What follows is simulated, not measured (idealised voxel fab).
Herein follows the process module entitled voxel quadruple lines.
Shown is cross-section cut, with a width of 230 nm and square cells of size 5 nm.
Just so we're on the same page, the cross-sections are grids of square cells, and they're listed out in bands top to bottom, each band one or more rows deep. Quick guide to a band line: top height, bottom height (nm) up front; then every material left to right with its width in nm. Only one material and it's marked "edge to edge"? Then it fills the band edge to edge. And "blank" just means empty space. Heights are expressed relative to 0, this being the level below which the as-received wafer comprises one material exclusively. The lowest band is unbounded in the downward direction and is denoted as in "0 -> down". Read "30->40" as a graded width: first number on top, second number at the bottom, same change between each pair of neighbouring rows. The cross-section has no changed cell in any step marked "nothing different". "Enclosed cavity list" specifies each empty space that is not open to the top and that occupies no fewer than 8 cells, using the form width x height at distance, the distance measured from the left edge and all three quantities in nm. Formally, on a step line, whatever follows the settings is a remark that the simulator itself makes on the step. overlay nm: mask offset rightward from planned place, masked step; negative means leftward offset.

### Intended process steps
1: RECEIVE [material Si]
2: CONFORMAL_DEP [material Al2O3] [thk nm 5]
3: DIRECTIONAL_DEP [material W] [thk nm 10]
4: DIRECTIONAL_DEP [material polySi] [thk nm 15]
5: DIRECTIONAL_DEP [material aC] [thk nm 25]
6: PATTERN [tone cover] [mask id MANDREL] [material resist] [width nm 25] [pitch nm 80] [thk nm 35] [overlay nm 0]
7: DIRECTIONAL_ETCH [etch materials aC] [depth nm 25]
8: STRIP [etch materials resist]
9: CONFORMAL_DEP [material SiO2] [thk nm 15]
10: DIRECTIONAL_ETCH [etch materials SiO2] [depth nm 15]
11: STRIP [etch materials aC]
12: DIRECTIONAL_ETCH [etch materials polySi] [depth nm 15]
13: STRIP [etch materials SiO2]
14: CONFORMAL_DEP [material SiN] [thk nm 5]
15: DIRECTIONAL_ETCH [etch materials SiN] [depth nm 5]
16: STRIP [etch materials polySi]
17: DIRECTIONAL_ETCH [etch materials W] [depth nm 10]
18: STRIP [etch materials SiN]
19: FILL_DEP [material lowk] [thk nm 5]
20: CMP [height nm 15]

### Account of the first of two wafers, which was processed as intended

### Received-state cross-section, reflecting completion of step 1
    0 -> down | Si edge to edge
    Enclosed cavity list: none

### After step 2: wafer cross-section
    5 -> 0 | Al2O3 edge to edge
    Below 0, no change.

### After step 3: wafer cross-section
    15 -> 5 | W edge to edge
    Below 5, no change.

### After step 4: wafer cross-section
    30 -> 15 | polySi edge to edge
    Below 15, no change.

### After step 5: wafer cross-section
    55 -> 30 | aC edge to edge
    Below 30, no change.

### After step 6: wafer cross-section
    90 -> 55 | blank=60 | resist=25 | blank=55 | resist=25 | blank=65
    Below 55, no change.

### After step 7: wafer cross-section
    65 -> 55 | blank=60 | resist=25 | blank=55 | resist=25 | blank=65
    55 -> 30 | blank=60 | aC=25 | blank=55 | aC=25 | blank=65
    Below 30, no change.

### After step 8: wafer cross-section
    55 -> 30 | blank=60 | aC=25 | blank=55 | aC=25 | blank=65
    Below 30, no change.

### After step 9: wafer cross-section
    70 -> 55 | blank=45 | SiO2=55 | blank=25 | SiO2=55 | blank=50
    55 -> 45 | blank=45 | SiO2=15 | aC=25 | SiO2=15 | blank=25 | SiO2=15 | aC=25 | SiO2=15 | blank=50
    45 -> 30 | SiO2=60 | aC=25 | SiO2=55 | aC=25 | SiO2=65
    Below 30, no change.

### After step 10: wafer cross-section
    55 -> 30 | blank=45 | SiO2=15 | aC=25 | SiO2=15 | blank=25 | SiO2=15 | aC=25 | SiO2=15 | blank=50
    Below 30, no change.

### After step 11: wafer cross-section
    55 -> 30 | blank=45 | SiO2=15 | blank=25 | SiO2=15 | blank=25 | SiO2=15 | blank=25 | SiO2=15 | blank=50
    Below 30, no change.

### After step 12: wafer cross-section
    55 -> 30 | blank=45 | SiO2=15 | blank=25 | SiO2=15 | blank=25 | SiO2=15 | blank=25 | SiO2=15 | blank=50
    30 -> 15 | blank=45 | polySi=15 | blank=25 | polySi=15 | blank=25 | polySi=15 | blank=25 | polySi=15 | blank=50
    Below 15, no change.

### After step 13: wafer cross-section
    30 -> 15 | blank=45 | polySi=15 | blank=25 | polySi=15 | blank=25 | polySi=15 | blank=25 | polySi=15 | blank=50
    Below 15, no change.

### After step 14: wafer cross-section
    35 -> 30 | blank=40 | SiN=25 | blank=15 | SiN=25 | blank=15 | SiN=25 | blank=15 | SiN=25 | blank=45
    30 -> 20 | blank=40 | SiN=5 | polySi=15 | SiN=5 | blank=15 | SiN=5 | polySi=15 | SiN=5 | blank=15 | SiN=5 | polySi=15 | SiN=5 | blank=15 | SiN=5 | polySi=15 | SiN=5 | blank=45
    20 -> 15 | SiN=45 | polySi=15 | SiN=25 | polySi=15 | SiN=25 | polySi=15 | SiN=25 | polySi=15 | SiN=50
    Below 15, no change.

### After step 15: wafer cross-section
    30 -> 15 | blank=40 | SiN=5 | polySi=15 | SiN=5 | blank=15 | SiN=5 | polySi=15 | SiN=5 | blank=15 | SiN=5 | polySi=15 | SiN=5 | blank=15 | SiN=5 | polySi=15 | SiN=5 | blank=45
    Below 15, no change.

### After step 16: wafer cross-section
    30 -> 15 | blank=40 | SiN=5 | blank=15 | SiN=5 | blank=15 | SiN=5 | blank=15 | SiN=5 | blank=15 | SiN=5 | blank=15 | SiN=5 | blank=15 | SiN=5 | blank=15 | SiN=5 | blank=45
    Below 15, no change.

### After step 17: wafer cross-section
    30 -> 15 | blank=40 | SiN=5 | blank=15 | SiN=5 | blank=15 | SiN=5 | blank=15 | SiN=5 | blank=15 | SiN=5 | blank=15 | SiN=5 | blank=15 | SiN=5 | blank=15 | SiN=5 | blank=45
    15 -> 5 | blank=40 | W=5 | blank=15 | W=5 | blank=15 | W=5 | blank=15 | W=5 | blank=15 | W=5 | blank=15 | W=5 | blank=15 | W=5 | blank=15 | W=5 | blank=45
    Below 5, no change.

### After step 18: wafer cross-section
    15 -> 5 | blank=40 | W=5 | blank=15 | W=5 | blank=15 | W=5 | blank=15 | W=5 | blank=15 | W=5 | blank=15 | W=5 | blank=15 | W=5 | blank=15 | W=5 | blank=45
    Below 5, no change.

### After step 19: wafer cross-section
    20 -> 15 | lowk edge to edge
    15 -> 5 | lowk=40 | W=5 | lowk=15 | W=5 | lowk=15 | W=5 | lowk=15 | W=5 | lowk=15 | W=5 | lowk=15 | W=5 | lowk=15 | W=5 | lowk=15 | W=5 | lowk=45
    Below 5, no change.

### After step 20: wafer cross-section
    15 -> 5 | lowk=40 | W=5 | lowk=15 | W=5 | lowk=15 | W=5 | lowk=15 | W=5 | lowk=15 | W=5 | lowk=15 | W=5 | lowk=15 | W=5 | lowk=15 | W=5 | lowk=45
    Below 5, no change.

### Wafer two of two - same starting point, same process plan, one mistake in execution; matches wafer one up to and including step 5

### when step 6 should have ended
    90 -> 55 | blank=55 | resist=25 | blank=55 | resist=25 | blank=70
    Below 55, no change.

### when step 7 should have ended
    65 -> 55 | blank=55 | resist=25 | blank=55 | resist=25 | blank=70
    55 -> 30 | blank=55 | aC=25 | blank=55 | aC=25 | blank=70
    Below 30, no change.

### when step 8 should have ended
    55 -> 30 | blank=55 | aC=25 | blank=55 | aC=25 | blank=70
    Below 30, no change.

### when step 9 should have ended
    70 -> 55 | blank=40 | SiO2=55 | blank=25 | SiO2=55 | blank=55
    55 -> 45 | blank=40 | SiO2=15 | aC=25 | SiO2=15 | blank=25 | SiO2=15 | aC=25 | SiO2=15 | blank=55
    45 -> 30 | SiO2=55 | aC=25 | SiO2=55 | aC=25 | SiO2=70
    Below 30, no change.

### when step 10 should have ended
    55 -> 30 | blank=40 | SiO2=15 | aC=25 | SiO2=15 | blank=25 | SiO2=15 | aC=25 | SiO2=15 | blank=55
    Below 30, no change.

### when step 11 should have ended
    55 -> 30 | blank=40 | SiO2=15 | blank=25 | SiO2=15 | blank=25 | SiO2=15 | blank=25 | SiO2=15 | blank=55
    Below 30, no change.

### when step 12 should have ended
    55 -> 30 | blank=40 | SiO2=15 | blank=25 | SiO2=15 | blank=25 | SiO2=15 | blank=25 | SiO2=15 | blank=55
    30 -> 15 | blank=40 | polySi=15 | blank=25 | polySi=15 | blank=25 | polySi=15 | blank=25 | polySi=15 | blank=55
    Below 15, no change.

### when step 13 should have ended
    30 -> 15 | blank=40 | polySi=15 | blank=25 | polySi=15 | blank=25 | polySi=15 | blank=25 | polySi=15 | blank=55
    Below 15, no change.

### when step 14 should have ended
    35 -> 30 | blank=35 | SiN=25 | blank=15 | SiN=25 | blank=15 | SiN=25 | blank=15 | SiN=25 | blank=50
    30 -> 20 | blank=35 | SiN=5 | polySi=15 | SiN=5 | blank=15 | SiN=5 | polySi=15 | SiN=5 | blank=15 | SiN=5 | polySi=15 | SiN=5 | blank=15 | SiN=5 | polySi=15 | SiN=5 | blank=50
    20 -> 15 | SiN=40 | polySi=15 | SiN=25 | polySi=15 | SiN=25 | polySi=15 | SiN=25 | polySi=15 | SiN=55
    Below 15, no change.

### when step 15 should have ended
    30 -> 15 | blank=35 | SiN=5 | polySi=15 | SiN=5 | blank=15 | SiN=5 | polySi=15 | SiN=5 | blank=15 | SiN=5 | polySi=15 | SiN=5 | blank=15 | SiN=5 | polySi=15 | SiN=5 | blank=50
    Below 15, no change.

### when step 16 should have ended
    30 -> 15 | blank=35 | SiN=5 | blank=15 | SiN=5 | blank=15 | SiN=5 | blank=15 | SiN=5 | blank=15 | SiN=5 | blank=15 | SiN=5 | blank=15 | SiN=5 | blank=15 | SiN=5 | blank=50
    Below 15, no change.

### when step 17 should have ended
    30 -> 15 | blank=35 | SiN=5 | blank=15 | SiN=5 | blank=15 | SiN=5 | blank=15 | SiN=5 | blank=15 | SiN=5 | blank=15 | SiN=5 | blank=15 | SiN=5 | blank=15 | SiN=5 | blank=50
    15 -> 5 | blank=35 | W=5 | blank=15 | W=5 | blank=15 | W=5 | blank=15 | W=5 | blank=15 | W=5 | blank=15 | W=5 | blank=15 | W=5 | blank=15 | W=5 | blank=50
    Below 5, no change.

### when step 18 should have ended
    15 -> 5 | blank=35 | W=5 | blank=15 | W=5 | blank=15 | W=5 | blank=15 | W=5 | blank=15 | W=5 | blank=15 | W=5 | blank=15 | W=5 | blank=15 | W=5 | blank=50
    Below 5, no change.

### when step 19 should have ended
    20 -> 15 | lowk edge to edge
    15 -> 5 | lowk=35 | W=5 | lowk=15 | W=5 | lowk=15 | W=5 | lowk=15 | W=5 | lowk=15 | W=5 | lowk=15 | W=5 | lowk=15 | W=5 | lowk=15 | W=5 | lowk=50
    Below 5, no change.

### when step 20 should have ended
    15 -> 5 | lowk=35 | W=5 | lowk=15 | W=5 | lowk=15 | W=5 | lowk=15 | W=5 | lowk=15 | W=5 | lowk=15 | W=5 | lowk=15 | W=5 | lowk=15 | W=5 | lowk=50
    Below 5, no change.
What was the processing mistake? not per plan at step 6, really ran PATTERN [tone cover] [mask id MANDREL] [material resist] [width nm 25] [pitch nm 80] [thk nm 35] [overlay nm -5]
Tallied in cells, the final second wafer holds each material in the same quantity as the first, although not at the same places.
